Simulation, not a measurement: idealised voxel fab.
Title: Process Module voxel transistor to metal
Cross-section cut: width 175 nm, square cells of 5 nm.
Cross-section format: a grid of square cells, given as bands from top to bottom; each band is one or more rows of cells. The band entry comprises the height of the band's top followed by the height of its bottom, expressed in nm, and subsequently the band's materials from left to right, each stated together with its width in nm. Where a single material is marked with the word "edge to edge", that material fills the band from edge to edge. The word "empty" represents empty space. Note: height 0 marks the level under which the wafer is uniformly one material as received. Lowest band unbounded below, written "0 and below". It should be noted that a width expressed as "30->40" varies in equal increments from row to row of cells within the band, taking the value of the first number at the top row and that of the second number at the bottom row. Where the words "changes: none" appear for a step, the cross-section shows no cell changed by that step; every cell remained as before. What "closed voids" gives you is every empty space of 8 cells or more that is cut off from the top. Each appears as width x height at distance, with the distance taken from the left edge and width, height and distance all in nm. after a step's settings: what the simulator itself notes on the step. overlay nm: where the mask lay relative to plan, measured to the right, on steps with a mask; negatives go left.
-- The steps planned for the process are as follows
step 1: RECEIVE,material Si
step 2: OXIDIZE,depth nm 5
step 3: CONFORMAL_DEP,material SiN,thk nm 15
step 4: PATTERN,tone cover,mask id ACTIVE,material resist,width nm 105,thk nm 15,overlay nm 0
step 5: DIRECTIONAL_ETCH,etch materials SiN,depth nm 15
step 6: DIRECTIONAL_ETCH,etch materials SiO2,depth nm 5
step 7: DIRECTIONAL_ETCH,etch materials Si,depth nm 30
step 8: STRIP,etch materials resist
step 9: OXIDIZE,depth nm 5
step 10: FILL_DEP,material SiO2,thk nm 15
step 11: CMP,height nm 15
step 12: SELECTIVE_ETCH,etch materials SiO2,depth nm 5
step 13: STRIP,etch materials SiN
step 14: SELECTIVE_ETCH,etch materials SiO2,depth nm 5
step 15: OXIDIZE,depth nm 5
step 16: DIRECTIONAL_DEP,material polySi,thk nm 30
step 17: DIRECTIONAL_DEP,material SiCN,thk nm 10
step 18: DIRECTIONAL_DEP,material aC,thk nm 10
step 19: PATTERN,tone cover,mask id GATE,material resist,width nm 25,thk nm 30,overlay nm 0
step 20: DIRECTIONAL_ETCH,etch materials aC,depth nm 10
step 21: STRIP,etch materials resist
step 22: DIRECTIONAL_ETCH,etch materials SiCN,depth nm 20
step 23: DIRECTIONAL_ETCH,etch materials polySi,depth nm 40
step 24: STRIP,etch materials aC
step 25: CONFORMAL_DEP,material SiN,thk nm 10
step 26: DIRECTIONAL_ETCH,etch materials SiN,depth nm 10
step 27: DIRECTIONAL_ETCH,etch materials SiO2,depth nm 5
step 28: DIRECTIONAL_ETCH,etch materials Si,depth nm 10
step 29: EPI,material SiGe,thk nm 10
step 30: FILL_DEP,material SiO2,thk nm 10
step 31: CMP,height nm 25
step 32: STRIP,etch materials polySi
step 33: SELECTIVE_ETCH,etch materials SiO2,depth nm 5
step 34: CONFORMAL_DEP,material HfO2,thk nm 5
step 35: CONFORMAL_DEP,material TiN,thk nm 5
step 36: FILL_DEP,material W,thk nm 5
step 37: CMP,height nm 20
step 38: DIRECTIONAL_DEP,material SiO2,thk nm 15
step 39: MASKED_ETCH,tone open,mask id CONTACT,width nm 20,pitch nm 75,etch materials SiO2,depth nm 45,overlay nm 0
step 40: CONFORMAL_DEP,material TiN,thk nm 5
step 41: FILL_DEP,material Ru,thk nm 5
step 42: CMP,height nm 35
step 43: DIRECTIONAL_DEP,material TiN,thk nm 5
step 44: DIRECTIONAL_DEP,material W,thk nm 25
step 45: DIRECTIONAL_DEP,material aC,thk nm 15
step 46: PATTERN,tone cover,mask id METAL_1,material resist,width nm 20,pitch nm 75,thk nm 35,overlay nm 0
step 47: DIRECTIONAL_ETCH,etch materials aC,depth nm 15
step 48: STRIP,etch materials resist
step 49: DIRECTIONAL_ETCH,etch materials W,depth nm 25
step 50: DIRECTIONAL_ETCH,etch materials TiN,depth nm 5
step 51: STRIP,etch materials aC
step 52: FILL_DEP,material SiO2,thk nm 5
step 53: CMP,height nm 65
step 54: CONFORMAL_DEP,material SiCN,thk nm 5
step 55: DIRECTIONAL_DEP,material lowk,thk nm 30
step 56: DIRECTIONAL_DEP,material aC,thk nm 15
step 57: PATTERN,tone open,mask id METAL_2,material resist,width nm 20,pitch nm 75,thk nm 30,overlay nm 0
step 58: DIRECTIONAL_ETCH,etch materials aC,depth nm 15
step 59: STRIP,etch materials resist
step 60: DIRECTIONAL_ETCH,etch materials lowk,depth nm 15
step 61: STRIP,etch materials aC
step 62: DIRECTIONAL_DEP,material aC,thk nm 15
step 63: PATTERN,tone open,mask id METAL_2_HOLES,material resist,width nm 15,pitch nm 75,thk nm 30,overlay nm 0
step 64: DIRECTIONAL_ETCH,etch materials aC,depth nm 15
step 65: STRIP,etch materials resist
step 66: DIRECTIONAL_ETCH,etch materials lowk,depth nm 15
step 67: DIRECTIONAL_ETCH,etch materials SiCN,depth nm 5
step 68: STRIP,etch materials aC
step 69: CONFORMAL_DEP,material TiN,thk nm 5
step 70: FILL_DEP,material Cu,thk nm 5
step 71: CMP,height nm 100
step 72: CONFORMAL_DEP,material SiN,thk nm 5
-- As-received wafer cross-section (after step 1)
  0 and below  Si edge to edge
  closed voids: none
-- Cross-sectional result after module completion. Note: starting condition and plan are unchanged from above; one processing mistake was made
  105 down to 100  SiN edge to edge
  100 down to 90  40 lowk | 5 TiN | 10 Cu | 5 TiN | 55 lowk | 5 TiN | 10 Cu | 5 TiN | 40 lowk
  90 down to 85  40 lowk | 5 TiN | 5 Cu | 10 TiN | 55 lowk | 5 TiN | 5 Cu | 10 TiN | 40 lowk
  85 down to 70  40 lowk | 5 TiN | 5 Cu | 5 TiN | 60 lowk | 5 TiN | 5 Cu | 5 TiN | 45 lowk
  70 down to 65  40 SiCN | 15 TiN | 60 SiCN | 15 TiN | 45 SiCN
  65 down to 40  40 SiO2 | 20 W | 55 SiO2 | 20 W | 40 SiO2
  40 down to 35  40 SiO2 | 20 TiN | 55 SiO2 | 20 TiN | 40 SiO2
  35 down to 25  35 Ru | 5 TiN | 20 SiO2 | 5 TiN | 45 Ru | 5 TiN | 20 SiO2 | 5 TiN | 35 Ru
  25 down to 20  35 Ru | 5 TiN | 20 SiO2 | 55 TiN | 20 SiO2 | 5 TiN | 35 Ru
  20 down to 10  35 Ru | 5 TiN | 20 SiO2 | 5 TiN | 10 SiN | 5 HfO2 | 5 TiN | 5 W | 5 TiN | 5 HfO2 | 10 SiN | 5 TiN | 20 SiO2 | 5 TiN | 35 Ru
  10 down to 5  25 Ru | 15 TiN | 20 SiO2 | 5 TiN | 10 SiN | 5 HfO2 | 5 TiN | 5 W | 5 TiN | 5 HfO2 | 10 SiN | 5 TiN | 20 SiO2 | 15 TiN | 25 Ru
  5 down to 0  25 Ru | 5 TiN | 10 SiN | 20 SiO2 | 5 TiN | 10 SiN | 5 HfO2 | 5 TiN | 5 W | 5 TiN | 5 HfO2 | 10 SiN | 5 TiN | 20 SiO2 | 10 SiN | 5 TiN | 25 Ru
  0 down to -5  25 Ru | 5 TiN | 10 SiN | 15 SiO2 | 10 SiGe | 10 SiN | 5 HfO2 | 15 TiN | 5 HfO2 | 10 SiN | 10 SiGe | 15 SiO2 | 10 SiN | 5 TiN | 25 Ru
  -5 down to -10  30 TiN | 25 SiO2 | 10 SiGe | 5 SiO2 | 35 HfO2 | 5 SiO2 | 10 SiGe | 25 SiO2 | 30 TiN
  -10 down to -20  40 SiO2 | 25 SiGe | 45 Si | 25 SiGe | 40 SiO2
  -20 down to -40  40 SiO2 | 95 Si | 40 SiO2
  -40 and below  Si edge to edge
  closed voids: none
It is concluded that the wafer was processed incorrectly with respect to the plan, in that step 39 was not run as planned; what actually ran was MASKED_ETCH,tone cover,mask id CONTACT,width nm 20,pitch nm 75,etch materials SiO2,depth nm 45,overlay nm 0
